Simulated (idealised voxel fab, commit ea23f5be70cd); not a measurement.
Title: Process Module voxel self aligned contacts
Cross-section cut spans 265 nm and uses square cells 5 nm in size.
Cross-section = grid of square cells, listed top down in bands; band = one or more rows.
Each band's line starts with the height of the band's top and of its bottom, in nm. Then come its materials from left to right, each with its width in nm. One material with "all across" fills the band from edge to edge. "air" is empty space.
Heights are measured from 0, the level below which the as-received wafer is all one material; the lowest band has no bottom and continues downward, written as in "top 0, no bottom".
The notation "30..40" denotes a width that varies across the rows of cells in the band, beginning at the first number in the top row, finishing at the second number in the bottom row, and changing by an identical amount from each row to the next.
"no alteration", as given for a step, is the statement that not any cell of the cross-section underwent a change during that step.
Entry "Closed cavities" = empty spaces >= 8 cells with no open way to the top; each as width x height at distance, distance from left edge, all nm.
Read whatever lies past the settings on a step's line as the simulator's own remark about the step.
A step line may carry the setting "overlay nm", which, for steps involving a mask, states the distance by which the mask lay to the right of its intended position; negative values denote displacement to the left.

LIST OF PLANNED PROCESS STEPS
- 1: op RECEIVE | material Si
- 2: op CONFORMAL_DEP | material SiO2 | thk nm 5
- 3: op DIRECTIONAL_DEP | material polySi | thk nm 30
- 4: op DIRECTIONAL_DEP | material SiN | thk nm 15
- 5: op DIRECTIONAL_DEP | material aC | thk nm 15
- 6: op PATTERN | tone cover | mask id GATE | material resist | width nm 25 | pitch nm 50 | thk nm 30 | overlay nm 0
- 7: op DIRECTIONAL_ETCH | etch materials aC | depth nm 15
- 8: op STRIP | etch materials resist
- 9: op DIRECTIONAL_ETCH | etch materials SiN | depth nm 15
- 10: op DIRECTIONAL_ETCH | etch materials polySi | depth nm 30
- 11: op STRIP | etch materials aC
- 12: op CONFORMAL_DEP | material SiN | thk nm 5
- 13: op DIRECTIONAL_ETCH | etch materials SiN | depth nm 5
- 14: op FILL_DEP | material SiO2 | thk nm 15
- 15: op CMP | height nm 55
- 16: op DIRECTIONAL_DEP | material aC | thk nm 10
- 17: op PATTERN | tone open | mask id CONTACT | material resist | width nm 35 | thk nm 30 | overlay nm 0
- 18: op DIRECTIONAL_ETCH | etch materials aC | depth nm 10
- 19: op STRIP | etch materials resist
- 20: op DIRECTIONAL_ETCH | etch materials SiO2 | depth nm 55
- 21: op STRIP | etch materials aC
- 22: op CONFORMAL_DEP | material TiN | thk nm 5
- 23: op FILL_DEP | material W | thk nm 5
- 24: op CMP | height nm 55
- 25: op CONFORMAL_DEP | material SiN | thk nm 5

WAFER, FIRST OF TWO, RUN AS PLANNED

THE CROSS-SECTION HERE SHOWS THE WAFER AS RECEIVED, I.E. IN ITS STATE AFTER STEP 1
	top 0, no bottom: Si all across
	Closed cavities: none

CROSS-SECTION THROUGH THE WAFER, STEP 2 FINISHED
	top 5, bottom 0: SiO2 all across
	Heights below 0 show no change.

CROSS-SECTION THROUGH THE WAFER, STEP 3 FINISHED
	top 35, bottom 5: polySi all across
	Heights below 5 show no change.

CROSS-SECTION THROUGH THE WAFER, STEP 4 FINISHED
	top 50, bottom 35: SiN all across
	Heights below 35 show no change.

CROSS-SECTION THROUGH THE WAFER, STEP 5 FINISHED
	top 65, bottom 50: aC all across
	Heights below 50 show no change.

CROSS-SECTION THROUGH THE WAFER, STEP 6 FINISHED
	top 95, bottom 65: air (95); resist (25); air (25); resist (25); air (95)
	Heights below 65 show no change.

CROSS-SECTION THROUGH THE WAFER, STEP 7 FINISHED
	top 80, bottom 65: air (95); resist (25); air (25); resist (25); air (95)
	top 65, bottom 50: air (95); aC (25); air (25); aC (25); air (95)
	Heights below 50 show no change.

CROSS-SECTION THROUGH THE WAFER, STEP 8 FINISHED
	top 65, bottom 50: air (95); aC (25); air (25); aC (25); air (95)
	Heights below 50 show no change.

CROSS-SECTION THROUGH THE WAFER, STEP 9 FINISHED
	top 65, bottom 50: air (95); aC (25); air (25); aC (25); air (95)
	top 50, bottom 35: air (95); SiN (25); air (25); SiN (25); air (95)
	Heights below 35 show no change.

CROSS-SECTION THROUGH THE WAFER, STEP 10 FINISHED
	top 65, bottom 50: air (95); aC (25); air (25); aC (25); air (95)
	top 50, bottom 35: air (95); SiN (25); air (25); SiN (25); air (95)
	top 35, bottom 5: air (95); polySi (25); air (25); polySi (25); air (95)
	Heights below 5 show no change.

CROSS-SECTION THROUGH THE WAFER, STEP 11 FINISHED
	top 50, bottom 35: air (95); SiN (25); air (25); SiN (25); air (95)
	Heights below 35 show no change.

CROSS-SECTION THROUGH THE WAFER, STEP 12 FINISHED
	top 55, bottom 35: air (90); SiN (35); air (15); SiN (35); air (90)
	top 35, bottom 10: air (90); SiN (5); polySi (25); SiN (5); air (15); SiN (5); polySi (25); SiN (5); air (90)
	top 10, bottom 5: SiN (95); polySi (25); SiN (25); polySi (25); SiN (95)
	Heights below 5 show no change.

CROSS-SECTION THROUGH THE WAFER, STEP 13 FINISHED
	top 50, bottom 35: air (90); SiN (35); air (15); SiN (35); air (90)
	top 35, bottom 5: air (90); SiN (5); polySi (25); SiN (5); air (15); SiN (5); polySi (25); SiN (5); air (90)
	Heights below 5 show no change.

CROSS-SECTION THROUGH THE WAFER, STEP 14 FINISHED
	top 65, bottom 50: SiO2 all across
	top 50, bottom 35: SiO2 (90); SiN (35); SiO2 (15); SiN (35); SiO2 (90)
	top 35, bottom 5: SiO2 (90); SiN (5); polySi (25); SiN (5); SiO2 (15); SiN (5); polySi (25); SiN (5); SiO2 (90)
	Heights below 5 show no change.

CROSS-SECTION THROUGH THE WAFER, STEP 15 FINISHED
	top 55, bottom 50: SiO2 all across
	Heights below 50 show no change.

CROSS-SECTION THROUGH THE WAFER, STEP 16 FINISHED
	top 65, bottom 55: aC all across
	Heights below 55 show no change.

CROSS-SECTION THROUGH THE WAFER, STEP 17 FINISHED
	top 95, bottom 65: resist (115); air (35); resist (115)
	Heights below 65 show no change.

CROSS-SECTION THROUGH THE WAFER, STEP 18 FINISHED
	top 85, bottom 65: resist (115); air (35); resist (115)
	top 65, bottom 55: aC (115); air (35); aC (115)
	Heights below 55 show no change.

CROSS-SECTION THROUGH THE WAFER, STEP 19 FINISHED
	top 65, bottom 55: aC (115); air (35); aC (115)
	Heights below 55 show no change.

CROSS-SECTION THROUGH THE WAFER, STEP 20 FINISHED
	top 65, bottom 55: aC (115); air (35); aC (115)
	top 55, bottom 50: SiO2 (115); air (35); SiO2 (115)
	top 50, bottom 35: SiO2 (90); SiN (35); air (15); SiN (35); SiO2 (90)
	top 35, bottom 5: SiO2 (90); SiN (5); polySi (25); SiN (5); air (15); SiN (5); polySi (25); SiN (5); SiO2 (90)
	top 5, bottom 0: SiO2 (125); air (15); SiO2 (125)
	Heights below 0 show no change.

CROSS-SECTION THROUGH THE WAFER, STEP 21 FINISHED
	top 55, bottom 50: SiO2 (115); air (35); SiO2 (115)
	Heights below 50 show no change.

CROSS-SECTION THROUGH THE WAFER, STEP 22 FINISHED
	top 60, bottom 55: TiN (120); air (25); TiN (120)
	top 55, bottom 50: SiO2 (115); TiN (15); air (5); TiN (15); SiO2 (115)
	top 50, bottom 35: SiO2 (90); SiN (35); TiN (5); air (5); TiN (5); SiN (35); SiO2 (90)
	top 35, bottom 5: SiO2 (90); SiN (5); polySi (25); SiN (5); TiN (5); air (5); TiN (5); SiN (5); polySi (25); SiN (5); SiO2 (90)
	top 5, bottom 0: SiO2 (125); TiN (15); SiO2 (125)
	Heights below 0 show no change.

CROSS-SECTION THROUGH THE WAFER, STEP 23 FINISHED
	top 65, bottom 60: W all across
	top 60, bottom 55: TiN (120); W (25); TiN (120)
	top 55, bottom 50: SiO2 (115); TiN (15); W (5); TiN (15); SiO2 (115)
	top 50, bottom 35: SiO2 (90); SiN (35); TiN (5); W (5); TiN (5); SiN (35); SiO2 (90)
	top 35, bottom 5: SiO2 (90); SiN (5); polySi (25); SiN (5); TiN (5); W (5); TiN (5); SiN (5); polySi (25); SiN (5); SiO2 (90)
	Heights below 5 show no change.

CROSS-SECTION THROUGH THE WAFER, STEP 24 FINISHED
	top 55, bottom 50: SiO2 (115); TiN (15); W (5); TiN (15); SiO2 (115)
	Heights below 50 show no change.

CROSS-SECTION THROUGH THE WAFER, STEP 25 FINISHED
	top 60, bottom 55: SiN all across
	Heights below 55 show no change.

WAFER TWO. IDENTICAL START, IDENTICAL PLAN. ONE MISTAKE IN EXECUTION. IDENTICAL HISTORY THROUGH STEP 2

CROSS-SECTION OF THE SECOND WAFER WHEN, ACCORDING TO PLAN, STEP 3 SHOULD HAVE FINISHED
	top 20, bottom 5: SiN all across
	Heights below 5 show no change.

CROSS-SECTION OF THE SECOND WAFER WHEN, ACCORDING TO PLAN, STEP 4 SHOULD HAVE FINISHED
	top 50, bottom 20: polySi all across
	Heights below 20 show no change.

CROSS-SECTION OF THE SECOND WAFER WHEN, ACCORDING TO PLAN, STEP 5 SHOULD HAVE FINISHED
	top 65, bottom 50: aC all across
	Heights below 50 show no change.

CROSS-SECTION OF THE SECOND WAFER WHEN, ACCORDING TO PLAN, STEP 6 SHOULD HAVE FINISHED
	top 95, bottom 65: air (95); resist (25); air (25); resist (25); air (95)
	Heights below 65 show no change.

CROSS-SECTION OF THE SECOND WAFER WHEN, ACCORDING TO PLAN, STEP 7 SHOULD HAVE FINISHED
	top 80, bottom 65: air (95); resist (25); air (25); resist (25); air (95)
	top 65, bottom 50: air (95); aC (25); air (25); aC (25); air (95)
	Heights below 50 show no change.

CROSS-SECTION OF THE SECOND WAFER WHEN, ACCORDING TO PLAN, STEP 8 SHOULD HAVE FINISHED
	top 65, bottom 50: air (95); aC (25); air (25); aC (25); air (95)
	Heights below 50 show no change.

Cross-section of the second wafer when, according to plan, step 9 should have finished: no alteration

CROSS-SECTION OF THE SECOND WAFER WHEN, ACCORDING TO PLAN, STEP 10 SHOULD HAVE FINISHED
	top 65, bottom 50: air (95); aC (25); air (25); aC (25); air (95)
	top 50, bottom 20: air (95); polySi (25); air (25); polySi (25); air (95)
	Heights below 20 show no change.

CROSS-SECTION OF THE SECOND WAFER WHEN, ACCORDING TO PLAN, STEP 11 SHOULD HAVE FINISHED
	top 50, bottom 20: air (95); polySi (25); air (25); polySi (25); air (95)
	Heights below 20 show no change.

CROSS-SECTION OF THE SECOND WAFER WHEN, ACCORDING TO PLAN, STEP 12 SHOULD HAVE FINISHED
	top 55, bottom 50: air (90); SiN (35); air (15); SiN (35); air (90)
	top 50, bottom 25: air (90); SiN (5); polySi (25); SiN (5); air (15); SiN (5); polySi (25); SiN (5); air (90)
	top 25, bottom 20: SiN (95); polySi (25); SiN (25); polySi (25); SiN (95)
	Heights below 20 show no change.

CROSS-SECTION OF THE SECOND WAFER WHEN, ACCORDING TO PLAN, STEP 13 SHOULD HAVE FINISHED
	top 50, bottom 20: air (90); SiN (5); polySi (25); SiN (5); air (15); SiN (5); polySi (25); SiN (5); air (90)
	Heights below 20 show no change.

CROSS-SECTION OF THE SECOND WAFER WHEN, ACCORDING TO PLAN, STEP 14 SHOULD HAVE FINISHED
	top 65, bottom 50: SiO2 all across
	top 50, bottom 20: SiO2 (90); SiN (5); polySi (25); SiN (5); SiO2 (15); SiN (5); polySi (25); SiN (5); SiO2 (90)
	Heights below 20 show no change.

CROSS-SECTION OF THE SECOND WAFER WHEN, ACCORDING TO PLAN, STEP 15 SHOULD HAVE FINISHED
	top 55, bottom 50: SiO2 all across
	Heights below 50 show no change.

CROSS-SECTION OF THE SECOND WAFER WHEN, ACCORDING TO PLAN, STEP 16 SHOULD HAVE FINISHED
	top 65, bottom 55: aC all across
	Heights below 55 show no change.

CROSS-SECTION OF THE SECOND WAFER WHEN, ACCORDING TO PLAN, STEP 17 SHOULD HAVE FINISHED
	top 95, bottom 65: resist (115); air (35); resist (115)
	Heights below 65 show no change.

CROSS-SECTION OF THE SECOND WAFER WHEN, ACCORDING TO PLAN, STEP 18 SHOULD HAVE FINISHED
	top 85, bottom 65: resist (115); air (35); resist (115)
	top 65, bottom 55: aC (115); air (35); aC (115)
	Heights below 55 show no change.

CROSS-SECTION OF THE SECOND WAFER WHEN, ACCORDING TO PLAN, STEP 19 SHOULD HAVE FINISHED
	top 65, bottom 55: aC (115); air (35); aC (115)
	Heights below 55 show no change.

CROSS-SECTION OF THE SECOND WAFER WHEN, ACCORDING TO PLAN, STEP 20 SHOULD HAVE FINISHED
	top 65, bottom 55: aC (115); air (35); aC (115)
	top 55, bottom 50: SiO2 (115); air (35); SiO2 (115)
	top 50, bottom 20: SiO2 (90); SiN (5); polySi (25); SiN (5); air (15); SiN (5); polySi (25); SiN (5); SiO2 (90)
	Heights below 20 show no change.

CROSS-SECTION OF THE SECOND WAFER WHEN, ACCORDING TO PLAN, STEP 21 SHOULD HAVE FINISHED
	top 55, bottom 50: SiO2 (115); air (35); SiO2 (115)
	Heights below 50 show no change.

CROSS-SECTION OF THE SECOND WAFER WHEN, ACCORDING TO PLAN, STEP 22 SHOULD HAVE FINISHED
	top 60, bottom 55: TiN (120); air (25); TiN (120)
	top 55, bottom 50: SiO2 (115); TiN (15); air (5); TiN (15); SiO2 (115)
	top 50, bottom 25: SiO2 (90); SiN (5); polySi (25); SiN (5); TiN (5); air (5); TiN (5); SiN (5); polySi (25); SiN (5); SiO2 (90)
	top 25, bottom 20: SiO2 (90); SiN (5); polySi (25); SiN (5); TiN (15); SiN (5); polySi (25); SiN (5); SiO2 (90)
	Heights below 20 show no change.

CROSS-SECTION OF THE SECOND WAFER WHEN, ACCORDING TO PLAN, STEP 23 SHOULD HAVE FINISHED
	top 65, bottom 60: W all across
	top 60, bottom 55: TiN (120); W (25); TiN (120)
	top 55, bottom 50: SiO2 (115); TiN (15); W (5); TiN (15); SiO2 (115)
	top 50, bottom 25: SiO2 (90); SiN (5); polySi (25); SiN (5); TiN (5); W (5); TiN (5); SiN (5); polySi (25); SiN (5); SiO2 (90)
	Heights below 25 show no change.

CROSS-SECTION OF THE SECOND WAFER WHEN, ACCORDING TO PLAN, STEP 24 SHOULD HAVE FINISHED
	top 55, bottom 50: SiO2 (115); TiN (15); W (5); TiN (15); SiO2 (115)
	Heights below 50 show no change.

CROSS-SECTION OF THE SECOND WAFER WHEN, ACCORDING TO PLAN, STEP 25 SHOULD HAVE FINISHED
	top 60, bottom 55: SiN all across
	Heights below 55 show no change.
Processing error: swap of plan steps 3 and 4 during execution
Once processing is complete, comparing cell counts shows that the second wafer has more or fewer of certain materials than the first: +117 SiN | -105 SiO2 | -8 TiN | -4 W
